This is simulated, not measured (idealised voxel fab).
process module | voxel capacitor over wiring
cross-section cut | 295 nm wide | cells 5 nm
A cross-section is a grid of square cells, given in bands from the top down. A band is one or more rows of cells.
Each band's line starts with the height of the band's top and of its bottom, in nm. Then come its materials from left to right, each with its width in nm. One material with "throughout" fills the band from edge to edge. "air" is empty space.
Height 0 is the level under which the wafer as received is all one material. The lowest band goes on downwards, as in "0 down".
A width such as "30 to 40" changes by the same amount from each row of cells to the next, from the band's top row to its bottom row.
"no change" after a step means that no cell of the cross-section changed.
closed voids: empty space of 8 cells or more with no open way to the top, each as width x height at its distance from the left edge, in nm
after a step's settings: what the simulator itself notes on the step
overlay nm, on a step with a mask: how far to the right of its planned place the mask lay; to the left if negative
plan
1 op RECEIVE | material Si
2 op CONFORMAL_DEP | material SiO2 | thk nm 10
3 op CONFORMAL_DEP | material SiCN | thk nm 5
4 op DIRECTIONAL_DEP | material SiO2 | thk nm 25
5 op MASKED_ETCH | tone open | mask id METAL_1 | width nm 20 | pitch nm 85 | etch materials SiO2 | depth nm 25 | overlay nm 0
6 op MASKED_ETCH | tone open | mask id METAL_1 | width nm 20 | pitch nm 85 | etch materials SiCN | depth nm 5 | overlay nm 0
7 op CONFORMAL_DEP | material TiN | thk nm 5
8 op FILL_DEP | material W | thk nm 5
9 op CMP | height nm 40
10 op CONFORMAL_DEP | material SiCN | thk nm 5
11 op DIRECTIONAL_DEP | material lowk | thk nm 10
12 op DIRECTIONAL_DEP | material aC | thk nm 10
13 op PATTERN | tone open | mask id PLUG_1 | material resist | width nm 15 | thk nm 30 | overlay nm 0
14 op DIRECTIONAL_ETCH | etch materials aC | depth nm 10
15 op STRIP | etch materials resist
16 op DIRECTIONAL_ETCH | etch materials lowk | depth nm 10
17 op DIRECTIONAL_ETCH | etch materials SiCN | depth nm 5
18 op STRIP | etch materials aC
19 op EPI | material Ru | thk nm 10
20 op EPI | material Ru | thk nm 5
21 op DIRECTIONAL_DEP | material TiN | thk nm 10
22 op DIRECTIONAL_DEP | material HfO2 | thk nm 5
23 op DIRECTIONAL_DEP | material TiN | thk nm 5
24 op MASKED_ETCH | tone cover | mask id UPPER_PLATE | width nm 70 | etch materials TiN | depth nm 5 | overlay nm 0
25 op MASKED_ETCH | tone cover | mask id UPPER_PLATE | width nm 70 | etch materials HfO2 | depth nm 5 | overlay nm 0
26 op MASKED_ETCH | tone cover | mask id LOWER_PLATE | width nm 80 | etch materials TiN | depth nm 10 | overlay nm 0
27 op FILL_DEP | material SiO2 | thk nm 15
28 op CMP | height nm 85
29 op PATTERN | tone open | mask id PLUG_2 | material resist | width nm 15 | thk nm 20 | overlay nm 0
30 op DIRECTIONAL_ETCH | etch materials SiO2 | depth nm 10
31 op STRIP | etch materials resist
32 op CONFORMAL_DEP | material TiN | thk nm 5
33 op FILL_DEP | material Ru | thk nm 5
34 op CMP | height nm 85
35 op CONFORMAL_DEP | material SiCN | thk nm 5
as received, after step 1
  0 down: Si throughout
  closed voids: none
first wafer at the end, as planned
  90 to 85: SiCN throughout
  85 to 80: SiO2 110 | TiN 5 | Ru 5 | TiN 5 | SiO2 170
  80 to 70: SiO2 110 to 100 | TiN 15 to 70 | SiO2 170 to 125
  70 to 65: SiO2 100 | HfO2 70 | SiO2 125
  65 to 55: SiO2 95 | TiN 80 | SiO2 120
  55 to 45: lowk 100 | Ru 15 | lowk 180
  45 to 40: SiCN 100 | Ru 15 | SiCN 180
  40 to 15: SiO2 95 | TiN 5 | W 10 | TiN 5 | SiO2 65 | TiN 5 | W 10 | TiN 5 | SiO2 95
  15 to 10: SiCN 95 | TiN 20 | SiCN 65 | TiN 20 | SiCN 95
  10 to 0: SiO2 throughout
  0 down: Si throughout
  closed voids: none
second wafer at the end: like start, like plan, one mistake
  95 to 90: SiCN throughout
  90 to 85: TiN 115 | Ru 5 | TiN 175
  85 to 80: SiO2 110 | TiN 5 | Ru 5 | TiN 5 | SiO2 170
  80 to 70: SiO2 110 to 100 | TiN 15 to 70 | SiO2 170 to 125
  70 to 65: SiO2 100 | HfO2 70 | SiO2 125
  65 to 55: SiO2 95 | TiN 80 | SiO2 120
  55 to 45: lowk 100 | Ru 15 | lowk 180
  45 to 40: SiCN 100 | Ru 15 | SiCN 180
  40 to 15: SiO2 95 | TiN 5 | W 10 | TiN 5 | SiO2 65 | TiN 5 | W 10 | TiN 5 | SiO2 95
  15 to 10: SiCN 95 | TiN 20 | SiCN 65 | TiN 20 | SiCN 95
  10 to 0: SiO2 throughout
  0 down: Si throughout
  closed voids: none
what went wrong: step 34 ran as: op CMP | height nm 90
at the end the second wafer has, in cells: 1 more of Ru | 58 more of TiN
